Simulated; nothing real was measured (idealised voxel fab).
process module | voxel transistor to metal
cross-section cut | 260 nm wide | cells 5 nm
A cross-section is a grid of square cells, given in bands from the top down. A band is one or more rows of cells.
Each band's line starts with the height of the band's top and of its bottom, in nm. Then come its materials from left to right, each with its width in nm. One material with "throughout" fills the band from edge to edge. "air" is empty space.
Height 0 is the level under which the wafer as received is all one material. The lowest band goes on downwards, as in "0 down".
A width such as "30 to 40" changes by the same amount from each row of cells to the next, from the band's top row to its bottom row.
"no change" after a step means that no cell of the cross-section changed.
closed voids: empty space of 8 cells or more with no open way to the top, each as width x height at its distance from the left edge, in nm
after a step's settings: what the simulator itself notes on the step
overlay nm, on a step with a mask: how far to the right of its planned place the mask lay; to the left if negative
plan
1 op RECEIVE | material Si
2 op CONFORMAL_DEP | material SiO2 | thk nm 5
3 op CONFORMAL_DEP | material SiN | thk nm 15
4 op DIRECTIONAL_DEP | material aC | thk nm 15
5 op PATTERN | tone cover | mask id ACTIVE | material resist | width nm 100 | pitch nm 130 | thk nm 30 | overlay nm 0
6 op DIRECTIONAL_ETCH | etch materials aC | depth nm 15
7 op STRIP | etch materials resist
8 op DIRECTIONAL_ETCH | etch materials SiN | depth nm 15
9 op DIRECTIONAL_ETCH | etch materials SiO2 | depth nm 5
10 op DIRECTIONAL_ETCH | etch materials Si | depth nm 25
11 op STRIP | etch materials aC
12 op FILL_DEP | material SiO2 | thk nm 15
13 op CMP | height nm 20
14 op SELECTIVE_ETCH | etch materials SiO2 | depth nm 15
15 op STRIP | etch materials SiN
16 op SELECTIVE_ETCH | etch materials SiO2 | depth nm 5
17 op OXIDIZE | depth nm 5
18 op DIRECTIONAL_DEP | material polySi | thk nm 20
19 op DIRECTIONAL_DEP | material SiCN | thk nm 15
20 op PATTERN | tone cover | mask id GATE | material resist | width nm 20 | pitch nm 130 | thk nm 20 | overlay nm 0
21 op DIRECTIONAL_ETCH | etch materials SiCN | depth nm 25
22 op DIRECTIONAL_ETCH | etch materials polySi | depth nm 30
23 op STRIP | etch materials resist
24 op CONFORMAL_DEP | material SiO2 | thk nm 5
25 op DIRECTIONAL_ETCH | etch materials SiO2 | depth nm 5
26 op CONFORMAL_DEP | material SiN | thk nm 10
27 op DIRECTIONAL_ETCH | etch materials SiN | depth nm 10
28 op DIRECTIONAL_ETCH | etch materials SiO2 | depth nm 5
29 op DIRECTIONAL_ETCH | etch materials Si | depth nm 10
30 op EPI | material SiGe | thk nm 15
31 op FILL_DEP | material SiO2 | thk nm 5
32 op CMP | height nm 35
33 op DIRECTIONAL_DEP | material SiO2 | thk nm 10
34 op DIRECTIONAL_DEP | material aC | thk nm 15
35 op PATTERN | tone open | mask id CONTACT | material resist | width nm 15 | pitch nm 65 | thk nm 35 | overlay nm 0
36 op DIRECTIONAL_ETCH | etch materials aC | depth nm 15
37 op STRIP | etch materials resist
38 op DIRECTIONAL_ETCH | etch materials SiO2 | depth nm 35
39 op STRIP | etch materials aC
40 op CONFORMAL_DEP | material TiN | thk nm 5
41 op FILL_DEP | material W | thk nm 5
42 op CMP | height nm 45
43 op DIRECTIONAL_DEP | material TiN | thk nm 5
44 op DIRECTIONAL_DEP | material W | thk nm 15
45 op DIRECTIONAL_DEP | material aC | thk nm 10
46 op PATTERN | tone cover | mask id METAL_1 | material resist | width nm 15 | pitch nm 65 | thk nm 25 | overlay nm 0
47 op DIRECTIONAL_ETCH | etch materials aC | depth nm 10
48 op STRIP | etch materials resist
49 op DIRECTIONAL_ETCH | etch materials W | depth nm 15
50 op DIRECTIONAL_ETCH | etch materials TiN | depth nm 5
51 op STRIP | etch materials aC
52 op CONFORMAL_DEP | material SiCN | thk nm 5
53 op FILL_DEP | material lowk | thk nm 5
54 op CMP | height nm 65
55 op CONFORMAL_DEP | material SiCN | thk nm 5
56 op DIRECTIONAL_DEP | material lowk | thk nm 35
57 op DIRECTIONAL_DEP | material aC | thk nm 10
58 op PATTERN | tone open | mask id METAL_2 | material resist | width nm 15 | pitch nm 130 | thk nm 25 | overlay nm 0
59 op DIRECTIONAL_ETCH | etch materials aC | depth nm 10
60 op STRIP | etch materials resist
61 op DIRECTIONAL_ETCH | etch materials lowk | depth nm 20
62 op STRIP | etch materials aC
63 op MASKED_ETCH | tone open | mask id METAL_2_HOLES | width nm 15 | pitch nm 130 | etch materials lowk | depth nm 15 | overlay nm 0
64 op MASKED_ETCH | tone open | mask id METAL_2_HOLES | width nm 15 | pitch nm 130 | etch materials SiCN | depth nm 5 | overlay nm 0
65 op CONFORMAL_DEP | material TiN | thk nm 5
66 op FILL_DEP | material Cu | thk nm 5
67 op CMP | height nm 105
68 op CONFORMAL_DEP | material SiN | thk nm 5
as received, after step 1
  0 down: Si throughout
  closed voids: none
first wafer at the end, as planned
  110 to 105: SiN throughout
  105 to 70: lowk 25 | TiN 5 | Cu 5 | TiN 5 | lowk 115 | TiN 5 | Cu 5 | TiN 5 | lowk 90
  70 to 65: SiCN 25 | TiN 15 | SiCN 115 | TiN 15 | SiCN 90
  65 to 50: lowk 20 | SiCN 5 | W 15 | SiCN 5 | lowk 40 | SiCN 5 | W 15 | SiCN 5 | lowk 40 | SiCN 5 | W 15 | SiCN 5 | lowk 40 | SiCN 5 | W 15 | SiCN 5 | lowk 20
  50 to 45: SiCN 25 | TiN 15 | SiCN 50 | TiN 15 | SiCN 50 | TiN 15 | SiCN 50 | TiN 15 | SiCN 25
  45 to 35: SiO2 25 | TiN 5 | W 5 | TiN 5 | SiO2 50 | TiN 5 | W 5 | TiN 5 | SiO2 50 | TiN 5 | W 5 | TiN 5 | SiO2 50 | TiN 5 | W 5 | TiN 5 | SiO2 25
  35 to 20: SiO2 25 | TiN 5 | W 5 | TiN 5 | SiN 10 | SiO2 5 | SiCN 20 | SiO2 5 | SiN 10 | TiN 5 | W 5 | TiN 5 | SiO2 50 | TiN 5 | W 5 | TiN 5 | SiN 10 | SiO2 5 | SiCN 20 | SiO2 5 | SiN 10 | TiN 5 | W 5 | TiN 5 | SiO2 25
  20 to 15: SiO2 25 | TiN 5 | W 5 | TiN 5 | SiN 10 | SiO2 5 | polySi 20 | SiO2 5 | SiN 10 | TiN 5 | W 5 | TiN 5 | SiO2 50 | TiN 5 | W 5 | TiN 5 | SiN 10 | SiO2 5 | polySi 20 | SiO2 5 | SiN 10 | TiN 5 | W 5 | TiN 5 | SiO2 25
  15 to 10: SiO2 25 | TiN 15 | SiN 10 | SiO2 5 | polySi 20 | SiO2 5 | SiN 10 | TiN 15 | SiO2 50 | TiN 15 | SiN 10 | SiO2 5 | polySi 20 | SiO2 5 | SiN 10 | TiN 15 | SiO2 25
  10 to 0: SiO2 25 | SiGe 15 | SiN 10 | SiO2 5 | polySi 20 | SiO2 5 | SiN 10 | SiGe 15 | SiO2 50 | SiGe 15 | SiN 10 | SiO2 5 | polySi 20 | SiO2 5 | SiN 10 | SiGe 15 | SiO2 25
  0 to -5: SiO2 10 | SiGe 30 | SiO2 50 | SiGe 30 | SiO2 20 | SiGe 30 | SiO2 50 | SiGe 30 | SiO2 10
  -5 to -15: SiO2 15 | SiGe 25 | Si 50 | SiGe 25 | SiO2 30 | SiGe 25 | Si 50 | SiGe 25 | SiO2 15
  -15 to -25: SiO2 15 | Si 100 | SiO2 30 | Si 100 | SiO2 15
  -25 down: Si throughout
  closed voids: none
second wafer at the end: like start, like plan, one mistake
  110 to 105: SiN throughout
  105 to 70: lowk 25 | TiN 5 | Cu 5 | TiN 5 | lowk 115 | TiN 5 | Cu 5 | TiN 5 | lowk 90
  70 to 65: SiCN 25 | TiN 15 | SiCN 115 | TiN 15 | SiCN 90
  65 to 50: lowk 20 | SiCN 5 | W 15 | SiCN 5 | lowk 40 | SiCN 5 | W 15 | SiCN 5 | lowk 40 | SiCN 5 | W 15 | SiCN 5 | lowk 40 | SiCN 5 | W 15 | SiCN 5 | lowk 20
  50 to 45: SiCN 25 | TiN 15 | SiCN 50 | TiN 15 | SiCN 50 | TiN 15 | SiCN 50 | TiN 15 | SiCN 25
  45 to 40: W 20 | TiN 5 | SiO2 15 | TiN 5 | W 40 | TiN 5 | SiO2 15 | TiN 5 | W 40 | TiN 5 | SiO2 15 | TiN 5 | W 40 | TiN 5 | SiO2 15 | TiN 5 | W 20
  40 to 35: W 20 | TiN 5 | SiO2 15 | TiN 50 | SiO2 15 | TiN 5 | W 40 | TiN 5 | SiO2 15 | TiN 50 | SiO2 15 | TiN 5 | W 20
  35 to 20: W 20 | TiN 5 | SiO2 15 | SiN 10 | TiN 5 | SiCN 20 | TiN 5 | SiN 10 | SiO2 15 | TiN 5 | W 40 | TiN 5 | SiO2 15 | SiN 10 | TiN 5 | SiCN 20 | TiN 5 | SiN 10 | SiO2 15 | TiN 5 | W 20
  20 to 15: W 20 | TiN 5 | SiO2 15 | SiN 10 | TiN 5 | polySi 20 | TiN 5 | SiN 10 | SiO2 15 | TiN 5 | W 40 | TiN 5 | SiO2 15 | SiN 10 | TiN 5 | polySi 20 | TiN 5 | SiN 10 | SiO2 15 | TiN 5 | W 20
  15 to 10: TiN 25 | SiO2 15 | SiN 10 | TiN 5 | polySi 20 | TiN 5 | SiN 10 | SiO2 15 | TiN 50 | SiO2 15 | SiN 10 | TiN 5 | polySi 20 | TiN 5 | SiN 10 | SiO2 15 | TiN 25
  10 to 0: SiO2 25 | SiGe 15 | SiN 10 | SiO2 5 | polySi 20 | SiO2 5 | SiN 10 | SiGe 15 | SiO2 50 | SiGe 15 | SiN 10 | SiO2 5 | polySi 20 | SiO2 5 | SiN 10 | SiGe 15 | SiO2 25
  0 to -5: SiO2 10 | SiGe 30 | SiO2 50 | SiGe 30 | SiO2 20 | SiGe 30 | SiO2 50 | SiGe 30 | SiO2 10
  -5 to -15: SiO2 15 | SiGe 25 | Si 50 | SiGe 25 | SiO2 30 | SiGe 25 | Si 50 | SiGe 25 | SiO2 15
  -15 to -25: SiO2 15 | Si 100 | SiO2 30 | Si 100 | SiO2 15
  -25 down: Si throughout
  closed voids: none
what went wrong: step 35 ran as: op PATTERN | tone cover | mask id CONTACT | material resist | width nm 15 | pitch nm 65 | thk nm 35 | overlay nm 0
at the end the second wafer has, in cells: 116 fewer of SiO2 | 28 more of TiN | 88 more of W
